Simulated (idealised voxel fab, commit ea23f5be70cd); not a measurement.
The name of this process module is voxel wiring stack.
Section shown: cut. Width: 160 nm. Cell size: 5 nm, square.
Reading order for cross-sections: top band down to bottom band. Underlying form: a grid of square cells. Band size: one or more rows of cells.
The entry gives the band's vertical extent as a top height and a bottom height in nm, then its horizontal make-up as materials from left to right, each with a width in nm. "air" stands for empty space; a single material marked "full width" fills the band edge to edge.
It should be noted that heights are counted from 0, beneath which the wafer as supplied is of one material throughout, and that the lowest band possesses no lower boundary but continues downward, as written in "0 nm and below".
A width given as "30 to 40" starts at the first number in the band's top row and ends at the second number in its bottom row, shifting by an equal amount at every step from row to row.
A step reported as "changes: none" is a step in which no cell of the cross-section changed.
Basically, "Closed cavities" tells you about the enclosed voids: empty spaces with no open way to the top, 8 cells or bigger, each written width x height at distance, where distance is from the left edge, all in nm.
On each step's line, the part that comes after the settings is the simulator's own comment on the step.
What "overlay nm" on a step's line means: if the step has a mask, that mask lay this far to the right of its planned place, or, when the value is negative, to the left.

### Intended process steps
1 RECEIVE,material Si
2 CONFORMAL_DEP,material SiO2,thk nm 15
3 CONFORMAL_DEP,material SiCN,thk nm 5
4 DIRECTIONAL_DEP,material lowk,thk nm 20
5 DIRECTIONAL_DEP,material aC,thk nm 15
6 PATTERN,tone open,mask id METAL_1,material resist,width nm 25,pitch nm 45,thk nm 30,overlay nm 0
7 DIRECTIONAL_ETCH,etch materials aC,depth nm 15
8 STRIP,etch materials resist
9 DIRECTIONAL_ETCH,etch materials lowk,depth nm 20
10 DIRECTIONAL_ETCH,etch materials SiCN,depth nm 5
11 STRIP,etch materials aC
12 CONFORMAL_DEP,material TiN,thk nm 5
13 FILL_DEP,material Cu,thk nm 5
14 CMP,height nm 40
15 CONFORMAL_DEP,material SiCN,thk nm 5
16 DIRECTIONAL_DEP,material lowk,thk nm 15
17 MASKED_ETCH,tone open,mask id PLUG_1,width nm 15,pitch nm 45,etch materials lowk,depth nm 15,overlay nm 0
18 MASKED_ETCH,tone open,mask id PLUG_1,width nm 15,pitch nm 45,etch materials SiCN,depth nm 5,overlay nm 0
19 EPI,material Ru,thk nm 10
20 EPI,material Ru,thk nm 10
21 CONFORMAL_DEP,material SiCN,thk nm 5
22 DIRECTIONAL_DEP,material SiO2,thk nm 20
23 PATTERN,tone open,mask id METAL_2,material resist,width nm 25,pitch nm 45,thk nm 15,overlay nm 0
24 DIRECTIONAL_ETCH,etch materials SiO2,depth nm 20
25 DIRECTIONAL_ETCH,etch materials SiCN,depth nm 5
26 STRIP,etch materials resist
27 CONFORMAL_DEP,material TiN,thk nm 5
28 FILL_DEP,material W,thk nm 10
29 CMP,height nm 85
30 CONFORMAL_DEP,material SiCN,thk nm 5
31 DIRECTIONAL_DEP,material SiO2,thk nm 35
32 PATTERN,tone open,mask id METAL_3_HOLES,material resist,width nm 15,pitch nm 45,thk nm 20,overlay nm 0
33 DIRECTIONAL_ETCH,etch materials SiO2,depth nm 35
34 STRIP,etch materials resist
35 DIRECTIONAL_DEP,material aC,thk nm 10
36 PATTERN,tone open,mask id METAL_3,material resist,width nm 25,pitch nm 45,thk nm 30,overlay nm 0
37 DIRECTIONAL_ETCH,etch materials aC,depth nm 10
38 STRIP,etch materials resist
39 DIRECTIONAL_ETCH,etch materials SiO2,depth nm 20
40 DIRECTIONAL_ETCH,etch materials SiCN,depth nm 5
41 STRIP,etch materials aC
42 CONFORMAL_DEP,material TiN,thk nm 5
43 FILL_DEP,material Cu,thk nm 10
44 CMP,height nm 125
45 CONFORMAL_DEP,material SiCN,thk nm 5
46 DIRECTIONAL_DEP,material SiO2,thk nm 10
47 PATTERN,tone open,mask id PLUG_3,material resist,width nm 15,pitch nm 45,thk nm 15,overlay nm 0
48 DIRECTIONAL_ETCH,etch materials SiO2,depth nm 10
49 DIRECTIONAL_ETCH,etch materials SiCN,depth nm 5
50 STRIP,etch materials resist
51 EPI,material Ru,thk nm 10
52 EPI,material Ru,thk nm 5
53 DIRECTIONAL_DEP,material TiN,thk nm 5
54 DIRECTIONAL_DEP,material Ru,thk nm 20
55 PATTERN,tone cover,mask id METAL_4,material resist,width nm 25,pitch nm 45,thk nm 15,overlay nm 0
56 DIRECTIONAL_ETCH,etch materials Ru,depth nm 20
57 DIRECTIONAL_ETCH,etch materials TiN,depth nm 5
58 STRIP,etch materials resist
59 CONFORMAL_DEP,material SiN,thk nm 5
60 FILL_DEP,material lowk,thk nm 10
61 CMP,height nm 165
62 CONFORMAL_DEP,material SiCN,thk nm 5

### First wafer of two (run as planned)

### This is the cross-section of the wafer as we received it, i.e. after step 1
  0 nm and below: Si full width
  Closed cavities: none

### Wafer after step 2 (cross-section)
  15 nm to 0 nm: SiO2 full width
  Below 0, no change.

### Wafer after step 3 (cross-section)
  20 nm to 15 nm: SiCN full width
  Below 15, no change.

### Wafer after step 4 (cross-section)
  40 nm to 20 nm: lowk full width
  Below 20, no change.

### Wafer after step 5 (cross-section)
  55 nm to 40 nm: aC full width
  Below 40, no change.

### Wafer after step 6 (cross-section)
  85 nm to 55 nm: resist (45) / air (25) / resist (20) / air (25) / resist (45)
  Below 55, no change.

### Wafer after step 7 (cross-section)
  70 nm to 55 nm: resist (45) / air (25) / resist (20) / air (25) / resist (45)
  55 nm to 40 nm: aC (45) / air (25) / aC (20) / air (25) / aC (45)
  Below 40, no change.

### Wafer after step 8 (cross-section)
  55 nm to 40 nm: aC (45) / air (25) / aC (20) / air (25) / aC (45)
  Below 40, no change.

### Wafer after step 9 (cross-section)
  55 nm to 40 nm: aC (45) / air (25) / aC (20) / air (25) / aC (45)
  40 nm to 20 nm: lowk (45) / air (25) / lowk (20) / air (25) / lowk (45)
  Below 20, no change.

### Wafer after step 10 (cross-section)
  55 nm to 40 nm: aC (45) / air (25) / aC (20) / air (25) / aC (45)
  40 nm to 20 nm: lowk (45) / air (25) / lowk (20) / air (25) / lowk (45)
  20 nm to 15 nm: SiCN (45) / air (25) / SiCN (20) / air (25) / SiCN (45)
  Below 15, no change.

### Wafer after step 11 (cross-section)
  40 nm to 20 nm: lowk (45) / air (25) / lowk (20) / air (25) / lowk (45)
  Below 20, no change.

### Wafer after step 12 (cross-section)
  45 nm to 40 nm: TiN (50) / air (15) / TiN (30) / air (15) / TiN (50)
  40 nm to 20 nm: lowk (45) / TiN (5) / air (15) / TiN (5) / lowk (20) / TiN (5) / air (15) / TiN (5) / lowk (45)
  20 nm to 15 nm: SiCN (45) / TiN (25) / SiCN (20) / TiN (25) / SiCN (45)
  Below 15, no change.

### Wafer after step 13 (cross-section)
  50 nm to 45 nm: Cu full width
  45 nm to 40 nm: TiN (50) / Cu (15) / TiN (30) / Cu (15) / TiN (50)
  40 nm to 20 nm: lowk (45) / TiN (5) / Cu (15) / TiN (5) / lowk (20) / TiN (5) / Cu (15) / TiN (5) / lowk (45)
  Below 20, no change.

### Wafer after step 14 (cross-section)
  40 nm to 20 nm: lowk (45) / TiN (5) / Cu (15) / TiN (5) / lowk (20) / TiN (5) / Cu (15) / TiN (5) / lowk (45)
  Below 20, no change.

### Wafer after step 15 (cross-section)
  45 nm to 40 nm: SiCN full width
  Below 40, no change.

### Wafer after step 16 (cross-section)
  60 nm to 45 nm: lowk full width
  Below 45, no change.

### Wafer after step 17 (cross-section)
  60 nm to 45 nm: lowk (45) / air (15) / lowk (30) / air (15) / lowk (55)
  Below 45, no change.

### Wafer after step 18 (cross-section)
  60 nm to 45 nm: lowk (45) / air (15) / lowk (30) / air (15) / lowk (55)
  45 nm to 40 nm: SiCN (45) / air (15) / SiCN (30) / air (15) / SiCN (55)
  Below 40, no change.

### Wafer after step 19 (cross-section)
  60 nm to 50 nm: lowk (45) / air (15) / lowk (30) / air (15) / lowk (55)
  50 nm to 45 nm: lowk (45) / Ru (15) / lowk (30) / Ru (15) / lowk (55)
  45 nm to 40 nm: SiCN (45) / Ru (15) / SiCN (30) / Ru (15) / SiCN (55)
  Below 40, no change.

### Wafer after step 20 (cross-section)
  60 nm to 45 nm: lowk (45) / Ru (15) / lowk (30) / Ru (15) / lowk (55)
  Below 45, no change.

### Wafer after step 21 (cross-section)
  65 nm to 60 nm: SiCN full width
  Below 60, no change.

### Wafer after step 22 (cross-section)
  85 nm to 65 nm: SiO2 full width
  Below 65, no change.

### Wafer after step 23 (cross-section)
  100 nm to 85 nm: resist (45) / air (25) / resist (20) / air (25) / resist (45)
  Below 85, no change.

### Wafer after step 24 (cross-section)
  100 nm to 85 nm: resist (45) / air (25) / resist (20) / air (25) / resist (45)
  85 nm to 65 nm: SiO2 (45) / air (25) / SiO2 (20) / air (25) / SiO2 (45)
  Below 65, no change.

### Wafer after step 25 (cross-section)
  100 nm to 85 nm: resist (45) / air (25) / resist (20) / air (25) / resist (45)
  85 nm to 65 nm: SiO2 (45) / air (25) / SiO2 (20) / air (25) / SiO2 (45)
  65 nm to 60 nm: SiCN (45) / air (25) / SiCN (20) / air (25) / SiCN (45)
  Below 60, no change.

### Wafer after step 26 (cross-section)
  85 nm to 65 nm: SiO2 (45) / air (25) / SiO2 (20) / air (25) / SiO2 (45)
  Below 65, no change.

### Wafer after step 27 (cross-section)
  90 nm to 85 nm: TiN (50) / air (15) / TiN (30) / air (15) / TiN (50)
  85 nm to 65 nm: SiO2 (45) / TiN (5) / air (15) / TiN (5) / SiO2 (20) / TiN (5) / air (15) / TiN (5) / SiO2 (45)
  65 nm to 60 nm: SiCN (45) / TiN (25) / SiCN (20) / TiN (25) / SiCN (45)
  Below 60, no change.

### Wafer after step 28 (cross-section)
  100 nm to 90 nm: W full width
  90 nm to 85 nm: TiN (50) / W (15) / TiN (30) / W (15) / TiN (50)
  85 nm to 65 nm: SiO2 (45) / TiN (5) / W (15) / TiN (5) / SiO2 (20) / TiN (5) / W (15) / TiN (5) / SiO2 (45)
  Below 65, no change.

### Wafer after step 29 (cross-section)
  85 nm to 65 nm: SiO2 (45) / TiN (5) / W (15) / TiN (5) / SiO2 (20) / TiN (5) / W (15) / TiN (5) / SiO2 (45)
  Below 65, no change.

### Wafer after step 30 (cross-section)
  90 nm to 85 nm: SiCN full width
  Below 85, no change.

### Wafer after step 31 (cross-section)
  125 nm to 90 nm: SiO2 full width
  Below 90, no change.

### Wafer after step 32 (cross-section)
  145 nm to 125 nm: resist (45) / air (15) / resist (30) / air (15) / resist (55)
  Below 125, no change.

### Wafer after step 33 (cross-section)
  145 nm to 125 nm: resist (45) / air (15) / resist (30) / air (15) / resist (55)
  125 nm to 90 nm: SiO2 (45) / air (15) / SiO2 (30) / air (15) / SiO2 (55)
  Below 90, no change.

### Wafer after step 34 (cross-section)
  125 nm to 90 nm: SiO2 (45) / air (15) / SiO2 (30) / air (15) / SiO2 (55)
  Below 90, no change.

### Wafer after step 35 (cross-section)
  135 nm to 125 nm: aC (45) / air (15) / aC (30) / air (15) / aC (55)
  125 nm to 100 nm: SiO2 (45) / air (15) / SiO2 (30) / air (15) / SiO2 (55)
  100 nm to 90 nm: SiO2 (45) / aC (15) / SiO2 (30) / aC (15) / SiO2 (55)
  Below 90, no change.

### Wafer after step 36 (cross-section)
  165 nm to 135 nm: resist (45) / air (25) / resist (20) / air (25) / resist (45)
  Below 135, no change.

### Wafer after step 37 (cross-section)
  155 nm to 135 nm: resist (45) / air (25) / resist (20) / air (25) / resist (45)
  135 nm to 125 nm: aC (45) / air (25) / aC (20) / air (25) / aC (45)
  125 nm to 90 nm: SiO2 (45) / air (15) / SiO2 (30) / air (15) / SiO2 (55)
  Below 90, no change.

### Wafer after step 38 (cross-section)
  135 nm to 125 nm: aC (45) / air (25) / aC (20) / air (25) / aC (45)
  Below 125, no change.

### Wafer after step 39 (cross-section)
  135 nm to 125 nm: aC (45) / air (25) / aC (20) / air (25) / aC (45)
  125 nm to 105 nm: SiO2 (45) / air (25) / SiO2 (20) / air (25) / SiO2 (45)
  Below 105, no change.

### Wafer after step 40 (cross-section)
  135 nm to 125 nm: aC (45) / air (25) / aC (20) / air (25) / aC (45)
  125 nm to 105 nm: SiO2 (45) / air (25) / SiO2 (20) / air (25) / SiO2 (45)
  105 nm to 90 nm: SiO2 (45) / air (15) / SiO2 (30) / air (15) / SiO2 (55)
  90 nm to 85 nm: SiCN (45) / air (15) / SiCN (30) / air (15) / SiCN (55)
  Below 85, no change.

### Wafer after step 41 (cross-section)
  125 nm to 105 nm: SiO2 (45) / air (25) / SiO2 (20) / air (25) / SiO2 (45)
  Below 105, no change.

### Wafer after step 42 (cross-section)
  130 nm to 125 nm: TiN (50) / air (15) / TiN (30) / air (15) / TiN (50)
  125 nm to 110 nm: SiO2 (45) / TiN (5) / air (15) / TiN (5) / SiO2 (20) / TiN (5) / air (15) / TiN (5) / SiO2 (45)
  110 nm to 105 nm: SiO2 (45) / TiN (5) / air (5) / TiN (15) / SiO2 (20) / TiN (5) / air (5) / TiN (15) / SiO2 (45)
  105 nm to 90 nm: SiO2 (45) / TiN (5) / air (5) / TiN (5) / SiO2 (30) / TiN (5) / air (5) / TiN (5) / SiO2 (55)
  90 nm to 85 nm: SiCN (45) / TiN (15) / SiCN (30) / TiN (15) / SiCN (55)
  Below 85, no change.

### Wafer after step 43 (cross-section)
  140 nm to 130 nm: Cu full width
  130 nm to 125 nm: TiN (50) / Cu (15) / TiN (30) / Cu (15) / TiN (50)
  125 nm to 110 nm: SiO2 (45) / TiN (5) / Cu (15) / TiN (5) / SiO2 (20) / TiN (5) / Cu (15) / TiN (5) / SiO2 (45)
  110 nm to 105 nm: SiO2 (45) / TiN (5) / Cu (5) / TiN (15) / SiO2 (20) / TiN (5) / Cu (5) / TiN (15) / SiO2 (45)
  105 nm to 90 nm: SiO2 (45) / TiN (5) / Cu (5) / TiN (5) / SiO2 (30) / TiN (5) / Cu (5) / TiN (5) / SiO2 (55)
  Below 90, no change.

### Wafer after step 44 (cross-section)
  125 nm to 110 nm: SiO2 (45) / TiN (5) / Cu (15) / TiN (5) / SiO2 (20) / TiN (5) / Cu (15) / TiN (5) / SiO2 (45)
  Below 110, no change.

### Wafer after step 45 (cross-section)
  130 nm to 125 nm: SiCN full width
  Below 125, no change.

### Wafer after step 46 (cross-section)
  140 nm to 130 nm: SiO2 full width
  Below 130, no change.

### Wafer after step 47 (cross-section)
  155 nm to 140 nm: resist (45) / air (15) / resist (30) / air (15) / resist (55)
  Below 140, no change.

### Wafer after step 48 (cross-section)
  155 nm to 140 nm: resist (45) / air (15) / resist (30) / air (15) / resist (55)
  140 nm to 130 nm: SiO2 (45) / air (15) / SiO2 (30) / air (15) / SiO2 (55)
  Below 130, no change.

### Wafer after step 49 (cross-section)
  155 nm to 140 nm: resist (45) / air (15) / resist (30) / air (15) / resist (55)
  140 nm to 130 nm: SiO2 (45) / air (15) / SiO2 (30) / air (15) / SiO2 (55)
  130 nm to 125 nm: SiCN (45) / air (15) / SiCN (30) / air (15) / SiCN (55)
  Below 125, no change.

### Wafer after step 50 (cross-section)
  140 nm to 130 nm: SiO2 (45) / air (15) / SiO2 (30) / air (15) / SiO2 (55)
  Below 130, no change.

### Wafer after step 51 (cross-section)
  140 nm to 135 nm: SiO2 (45) / air (15) / SiO2 (30) / air (15) / SiO2 (55)
  135 nm to 130 nm: SiO2 (45) / Ru (15) / SiO2 (30) / Ru (15) / SiO2 (55)
  130 nm to 125 nm: SiCN (45) / Ru (15) / SiCN (30) / Ru (15) / SiCN (55)
  Below 125, no change.

### Wafer after step 52 (cross-section)
  140 nm to 130 nm: SiO2 (45) / Ru (15) / SiO2 (30) / Ru (15) / SiO2 (55)
  Below 130, no change.

### Wafer after step 53 (cross-section)
  145 nm to 140 nm: TiN full width
  Below 140, no change.

### Wafer after step 54 (cross-section)
  165 nm to 145 nm: Ru full width
  Below 145, no change.

### Wafer after step 55 (cross-section)
  180 nm to 165 nm: air (45) / resist (25) / air (20) / resist (25) / air (45)
  Below 165, no change.

### Wafer after step 56 (cross-section)
  180 nm to 165 nm: air (45) / resist (25) / air (20) / resist (25) / air (45)
  165 nm to 145 nm: air (45) / Ru (25) / air (20) / Ru (25) / air (45)
  Below 145, no change.

### Wafer after step 57 (cross-section)
  180 nm to 165 nm: air (45) / resist (25) / air (20) / resist (25) / air (45)
  165 nm to 145 nm: air (45) / Ru (25) / air (20) / Ru (25) / air (45)
  145 nm to 140 nm: air (45) / TiN (25) / air (20) / TiN (25) / air (45)
  Below 140, no change.

### Wafer after step 58 (cross-section)
  165 nm to 145 nm: air (45) / Ru (25) / air (20) / Ru (25) / air (45)
  Below 145, no change.

### Wafer after step 59 (cross-section)
  170 nm to 165 nm: air (40) / SiN (35) / air (10) / SiN (35) / air (40)
  165 nm to 145 nm: air (40) / SiN (5) / Ru (25) / SiN (5) / air (10) / SiN (5) / Ru (25) / SiN (5) / air (40)
  145 nm to 140 nm: SiN (45) / TiN (25) / SiN (20) / TiN (25) / SiN (45)
  Below 140, no change.

### Wafer after step 60 (cross-section)
  180 nm to 170 nm: lowk full width
  170 nm to 165 nm: lowk (40) / SiN (35) / lowk (10) / SiN (35) / lowk (40)
  165 nm to 145 nm: lowk (40) / SiN (5) / Ru (25) / SiN (5) / lowk (10) / SiN (5) / Ru (25) / SiN (5) / lowk (40)
  Below 145, no change.

### Wafer after step 61 (cross-section)
  165 nm to 145 nm: lowk (40) / SiN (5) / Ru (25) / SiN (5) / lowk (10) / SiN (5) / Ru (25) / SiN (5) / lowk (40)
  Below 145, no change.

### Wafer after step 62 (cross-section)
  170 nm to 165 nm: SiCN full width
  Below 165, no change.

### Second Wafer (Identical Start and Plan, One Processing Error; Matches First Wafer Through Step 14)

### X-section, second wafer, when step 15 was due to finish
  55 nm to 40 nm: lowk full width
  Below 40, no change.

### X-section, second wafer, when step 16 was due to finish
  60 nm to 55 nm: SiCN full width
  Below 55, no change.

X-section, second wafer, when step 17 was due to finish: changes: none

### X-section, second wafer, when step 18 was due to finish
  60 nm to 55 nm: SiCN (45) / air (15) / SiCN (30) / air (15) / SiCN (55)
  Below 55, no change.

X-section, second wafer, when step 19 was due to finish: changes: none

X-section, second wafer, when step 20 was due to finish: changes: none

### X-section, second wafer, when step 21 was due to finish
  65 nm to 60 nm: SiCN (50) / air (5) / SiCN (40) / air (5) / SiCN (60)
  60 nm to 55 nm: SiCN full width
  Below 55, no change.

### X-section, second wafer, when step 22 was due to finish
  85 nm to 80 nm: SiO2 (50) / air (5) / SiO2 (40) / air (5) / SiO2 (60)
  80 nm to 65 nm: SiO2 full width
  65 nm to 60 nm: SiCN (50) / SiO2 (5) / SiCN (40) / SiO2 (5) / SiCN (60)
  Below 60, no change.

### X-section, second wafer, when step 23 was due to finish
  100 nm to 85 nm: resist (45) / air (25) / resist (20) / air (25) / resist (45)
  Below 85, no change.

### X-section, second wafer, when step 24 was due to finish
  100 nm to 85 nm: resist (45) / air (25) / resist (20) / air (25) / resist (45)
  85 nm to 65 nm: SiO2 (45) / air (25) / SiO2 (20) / air (25) / SiO2 (45)
  65 nm to 60 nm: SiCN (50) / air (5) / SiCN (40) / air (5) / SiCN (60)
  Below 60, no change.

### X-section, second wafer, when step 25 was due to finish
  100 nm to 85 nm: resist (45) / air (25) / resist (20) / air (25) / resist (45)
  85 nm to 65 nm: SiO2 (45) / air (25) / SiO2 (20) / air (25) / SiO2 (45)
  65 nm to 55 nm: SiCN (45 to 50) / air (25 to 5) / SiCN (20 to 40) / air (25 to 5) / SiCN (45 to 60)
  Below 55, no change.

### X-section, second wafer, when step 26 was due to finish
  85 nm to 65 nm: SiO2 (45) / air (25) / SiO2 (20) / air (25) / SiO2 (45)
  Below 65, no change.

### X-section, second wafer, when step 27 was due to finish
  90 nm to 85 nm: TiN (50) / air (15) / TiN (30) / air (15) / TiN (50)
  85 nm to 65 nm: SiO2 (45) / TiN (5) / air (15) / TiN (5) / SiO2 (20) / TiN (5) / air (15) / TiN (5) / SiO2 (45)
  65 nm to 55 nm: SiCN (45 to 50) / TiN (25 to 5) / SiCN (20 to 40) / TiN (25 to 5) / SiCN (45 to 60)
  Below 55, no change.

### X-section, second wafer, when step 28 was due to finish
  100 nm to 90 nm: W full width
  90 nm to 85 nm: TiN (50) / W (15) / TiN (30) / W (15) / TiN (50)
  85 nm to 65 nm: SiO2 (45) / TiN (5) / W (15) / TiN (5) / SiO2 (20) / TiN (5) / W (15) / TiN (5) / SiO2 (45)
  Below 65, no change.

### X-section, second wafer, when step 29 was due to finish
  85 nm to 65 nm: SiO2 (45) / TiN (5) / W (15) / TiN (5) / SiO2 (20) / TiN (5) / W (15) / TiN (5) / SiO2 (45)
  Below 65, no change.

### X-section, second wafer, when step 30 was due to finish
  90 nm to 85 nm: SiCN full width
  Below 85, no change.

### X-section, second wafer, when step 31 was due to finish
  125 nm to 90 nm: SiO2 full width
  Below 90, no change.

### X-section, second wafer, when step 32 was due to finish
  145 nm to 125 nm: resist (45) / air (15) / resist (30) / air (15) / resist (55)
  Below 125, no change.

### X-section, second wafer, when step 33 was due to finish
  145 nm to 125 nm: resist (45) / air (15) / resist (30) / air (15) / resist (55)
  125 nm to 90 nm: SiO2 (45) / air (15) / SiO2 (30) / air (15) / SiO2 (55)
  Below 90, no change.

### X-section, second wafer, when step 34 was due to finish
  125 nm to 90 nm: SiO2 (45) / air (15) / SiO2 (30) / air (15) / SiO2 (55)
  Below 90, no change.

### X-section, second wafer, when step 35 was due to finish
  135 nm to 125 nm: aC (45) / air (15) / aC (30) / air (15) / aC (55)
  125 nm to 100 nm: SiO2 (45) / air (15) / SiO2 (30) / air (15) / SiO2 (55)
  100 nm to 90 nm: SiO2 (45) / aC (15) / SiO2 (30) / aC (15) / SiO2 (55)
  Below 90, no change.

### X-section, second wafer, when step 36 was due to finish
  165 nm to 135 nm: resist (45) / air (25) / resist (20) / air (25) / resist (45)
  Below 135, no change.

### X-section, second wafer, when step 37 was due to finish
  155 nm to 135 nm: resist (45) / air (25) / resist (20) / air (25) / resist (45)
  135 nm to 125 nm: aC (45) / air (25) / aC (20) / air (25) / aC (45)
  125 nm to 90 nm: SiO2 (45) / air (15) / SiO2 (30) / air (15) / SiO2 (55)
  Below 90, no change.

### X-section, second wafer, when step 38 was due to finish
  135 nm to 125 nm: aC (45) / air (25) / aC (20) / air (25) / aC (45)
  Below 125, no change.

### X-section, second wafer, when step 39 was due to finish
  135 nm to 125 nm: aC (45) / air (25) / aC (20) / air (25) / aC (45)
  125 nm to 105 nm: SiO2 (45) / air (25) / SiO2 (20) / air (25) / SiO2 (45)
  Below 105, no change.

### X-section, second wafer, when step 40 was due to finish
  135 nm to 125 nm: aC (45) / air (25) / aC (20) / air (25) / aC (45)
  125 nm to 105 nm: SiO2 (45) / air (25) / SiO2 (20) / air (25) / SiO2 (45)
  105 nm to 90 nm: SiO2 (45) / air (15) / SiO2 (30) / air (15) / SiO2 (55)
  90 nm to 85 nm: SiCN (45) / air (15) / SiCN (30) / air (15) / SiCN (55)
  Below 85, no change.

### X-section, second wafer, when step 41 was due to finish
  125 nm to 105 nm: SiO2 (45) / air (25) / SiO2 (20) / air (25) / SiO2 (45)
  Below 105, no change.

### X-section, second wafer, when step 42 was due to finish
  130 nm to 125 nm: TiN (50) / air (15) / TiN (30) / air (15) / TiN (50)
  125 nm to 110 nm: SiO2 (45) / TiN (5) / air (15) / TiN (5) / SiO2 (20) / TiN (5) / air (15) / TiN (5) / SiO2 (45)
  110 nm to 105 nm: SiO2 (45) / TiN (5) / air (5) / TiN (15) / SiO2 (20) / TiN (5) / air (5) / TiN (15) / SiO2 (45)
  105 nm to 90 nm: SiO2 (45) / TiN (5) / air (5) / TiN (5) / SiO2 (30) / TiN (5) / air (5) / TiN (5) / SiO2 (55)
  90 nm to 85 nm: SiCN (45) / TiN (15) / SiCN (30) / TiN (15) / SiCN (55)
  Below 85, no change.

### X-section, second wafer, when step 43 was due to finish
  140 nm to 130 nm: Cu full width
  130 nm to 125 nm: TiN (50) / Cu (15) / TiN (30) / Cu (15) / TiN (50)
  125 nm to 110 nm: SiO2 (45) / TiN (5) / Cu (15) / TiN (5) / SiO2 (20) / TiN (5) / Cu (15) / TiN (5) / SiO2 (45)
  110 nm to 105 nm: SiO2 (45) / TiN (5) / Cu (5) / TiN (15) / SiO2 (20) / TiN (5) / Cu (5) / TiN (15) / SiO2 (45)
  105 nm to 90 nm: SiO2 (45) / TiN (5) / Cu (5) / TiN (5) / SiO2 (30) / TiN (5) / Cu (5) / TiN (5) / SiO2 (55)
  Below 90, no change.

### X-section, second wafer, when step 44 was due to finish
  125 nm to 110 nm: SiO2 (45) / TiN (5) / Cu (15) / TiN (5) / SiO2 (20) / TiN (5) / Cu (15) / TiN (5) / SiO2 (45)
  Below 110, no change.

### X-section, second wafer, when step 45 was due to finish
  130 nm to 125 nm: SiCN full width
  Below 125, no change.

### X-section, second wafer, when step 46 was due to finish
  140 nm to 130 nm: SiO2 full width
  Below 130, no change.

### X-section, second wafer, when step 47 was due to finish
  155 nm to 140 nm: resist (45) / air (15) / resist (30) / air (15) / resist (55)
  Below 140, no change.

### X-section, second wafer, when step 48 was due to finish
  155 nm to 140 nm: resist (45) / air (15) / resist (30) / air (15) / resist (55)
  140 nm to 130 nm: SiO2 (45) / air (15) / SiO2 (30) / air (15) / SiO2 (55)
  Below 130, no change.

### X-section, second wafer, when step 49 was due to finish
  155 nm to 140 nm: resist (45) / air (15) / resist (30) / air (15) / resist (55)
  140 nm to 130 nm: SiO2 (45) / air (15) / SiO2 (30) / air (15) / SiO2 (55)
  130 nm to 125 nm: SiCN (45) / air (15) / SiCN (30) / air (15) / SiCN (55)
  Below 125, no change.

### X-section, second wafer, when step 50 was due to finish
  140 nm to 130 nm: SiO2 (45) / air (15) / SiO2 (30) / air (15) / SiO2 (55)
  Below 130, no change.

### X-section, second wafer, when step 51 was due to finish
  140 nm to 135 nm: SiO2 (45) / air (15) / SiO2 (30) / air (15) / SiO2 (55)
  135 nm to 130 nm: SiO2 (45) / Ru (15) / SiO2 (30) / Ru (15) / SiO2 (55)
  130 nm to 125 nm: SiCN (45) / Ru (15) / SiCN (30) / Ru (15) / SiCN (55)
  Below 125, no change.

### X-section, second wafer, when step 52 was due to finish
  140 nm to 130 nm: SiO2 (45) / Ru (15) / SiO2 (30) / Ru (15) / SiO2 (55)
  Below 130, no change.

### X-section, second wafer, when step 53 was due to finish
  145 nm to 140 nm: TiN full width
  Below 140, no change.

### X-section, second wafer, when step 54 was due to finish
  165 nm to 145 nm: Ru full width
  Below 145, no change.

### X-section, second wafer, when step 55 was due to finish
  180 nm to 165 nm: air (45) / resist (25) / air (20) / resist (25) / air (45)
  Below 165, no change.

### X-section, second wafer, when step 56 was due to finish
  180 nm to 165 nm: air (45) / resist (25) / air (20) / resist (25) / air (45)
  165 nm to 145 nm: air (45) / Ru (25) / air (20) / Ru (25) / air (45)
  Below 145, no change.

### X-section, second wafer, when step 57 was due to finish
  180 nm to 165 nm: air (45) / resist (25) / air (20) / resist (25) / air (45)
  165 nm to 145 nm: air (45) / Ru (25) / air (20) / Ru (25) / air (45)
  145 nm to 140 nm: air (45) / TiN (25) / air (20) / TiN (25) / air (45)
  Below 140, no change.

### X-section, second wafer, when step 58 was due to finish
  165 nm to 145 nm: air (45) / Ru (25) / air (20) / Ru (25) / air (45)
  Below 145, no change.

### X-section, second wafer, when step 59 was due to finish
  170 nm to 165 nm: air (40) / SiN (35) / air (10) / SiN (35) / air (40)
  165 nm to 145 nm: air (40) / SiN (5) / Ru (25) / SiN (5) / air (10) / SiN (5) / Ru (25) / SiN (5) / air (40)
  145 nm to 140 nm: SiN (45) / TiN (25) / SiN (20) / TiN (25) / SiN (45)
  Below 140, no change.

### X-section, second wafer, when step 60 was due to finish
  180 nm to 170 nm: lowk full width
  170 nm to 165 nm: lowk (40) / SiN (35) / lowk (10) / SiN (35) / lowk (40)
  165 nm to 145 nm: lowk (40) / SiN (5) / Ru (25) / SiN (5) / lowk (10) / SiN (5) / Ru (25) / SiN (5) / lowk (40)
  Below 145, no change.

### X-section, second wafer, when step 61 was due to finish
  165 nm to 145 nm: lowk (40) / SiN (5) / Ru (25) / SiN (5) / lowk (10) / SiN (5) / Ru (25) / SiN (5) / lowk (40)
  Below 145, no change.

### X-section, second wafer, when step 62 was due to finish
  170 nm to 165 nm: SiCN full width
  Below 165, no change.
Where did the run depart from the plan? the executed order of steps 15 and 16 is the reverse of that specified in the plan, each step having taken the other's position
End check, counted in cells, second wafer has more or fewer of these materials than the first: Ru -24; SiCN +4; TiN +2; lowk +18
